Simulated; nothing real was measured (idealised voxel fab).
Process module in this document: voxel air gaps
We display cut, a cross-section 285 nm in width whose square cells are each 5 nm.
This document writes a cross-section as a grid whose cells are square, and gives it as bands, listed from the top down; one or more rows of cells form a band. First you get the band's top height and its bottom height, in nm, and then the materials it's made of, left to right, with each width in nm. If you see a single material with "everywhere", that one covers the band edge to edge. "blank" is empty space. Heights are expressed relative to 0, this being the level below which the as-received wafer comprises one material exclusively. The lowest band is unbounded in the downward direction and is denoted as in "z 0 and below". So if you see something like "30 to 40" for the width, read it as the top row of the band sitting at the first number and the bottom row at the second, with every row in between moving by the same amount as the last. "remained unchanged" means the step left every cell of the cross-section as it was. Basically, "Encapsulated voids" tells you about the enclosed voids: empty spaces with no open way to the top, 8 cells or bigger, each written width x height at distance, where distance is from the left edge, all in nm. What comes after the settings on a step's line is commentary from the simulator itself on that step. On any step carrying a mask, the "overlay nm" setting, if present on the step's line, tells how far right of its planned place the mask lay; negative values point to the left.
These are the steps we planned for the process
1: RECEIVE,material Si
2: CONFORMAL_DEP,material SiO2,thk nm 10
3: CONFORMAL_DEP,material SiN,thk nm 5
4: DIRECTIONAL_DEP,material SiO2,thk nm 30
5: DIRECTIONAL_DEP,material aC,thk nm 15
6: PATTERN,tone open,mask id LINES,material resist,width nm 25,pitch nm 50,thk nm 30,overlay nm 0
7: DIRECTIONAL_ETCH,etch materials aC,depth nm 15
8: STRIP,etch materials resist
9: DIRECTIONAL_ETCH,etch materials SiO2,depth nm 30
10: STRIP,etch materials aC
11: CONFORMAL_DEP,material TiN,thk nm 5
12: FILL_DEP,material Cu,thk nm 5
13: CMP,height nm 45
14: EPI,material Ru,thk nm 10
15: SELECTIVE_ETCH,etch materials SiO2,depth nm 40
16: CONFORMAL_DEP,material SiN,thk nm 5
Here's what the wafer looked like in cross-section when it arrived - that's after step 1
	z 0 and below = Si everywhere
	Encapsulated voids: none
What the wafer looks like in cross-section after this module, when it starts as shown above and follows the plan above but one mistake is made in running it
	z 60 to 55 = blank: 50; SiN: 205; blank: 30
	z 55 to 45 = blank: 50; SiN: 5; Ru: 45; SiN: 5; Ru: 45; SiN: 5; Ru: 45; SiN: 5; Ru: 45; SiN: 5; blank: 30
	z 45 to 40 = blank: 50; SiN: 15; TiN: 5; Cu: 15; TiN: 5; SiN: 25; TiN: 5; Cu: 15; TiN: 5; SiN: 25; TiN: 5; Cu: 15; TiN: 5; SiN: 25; TiN: 5; Cu: 15; TiN: 5; SiN: 15; blank: 30
	z 40 to 20 = blank: 60; SiN: 5; TiN: 5; Cu: 15; TiN: 5; SiN: 5; blank: 15; SiN: 5; TiN: 5; Cu: 15; TiN: 5; SiN: 5; blank: 15; SiN: 5; TiN: 5; Cu: 15; TiN: 5; SiN: 5; blank: 15; SiN: 5; TiN: 5; Cu: 15; TiN: 5; SiN: 5; blank: 40
	z 20 to 15 = SiN: 65; TiN: 25; SiN: 25; TiN: 25; SiN: 25; TiN: 25; SiN: 25; TiN: 25; SiN: 45
	z 15 to 10 = SiN everywhere
	z 10 to 0 = SiO2 everywhere
	z 0 and below = Si everywhere
	Encapsulated voids: 15 x 20 at 95; 15 x 20 at 145; 15 x 20 at 195
Here's what went sideways: step 6 was not run as planned; what actually ran was PATTERN,tone open,mask id LINES,material resist,width nm 25,pitch nm 50,thk nm 30,overlay nm 10
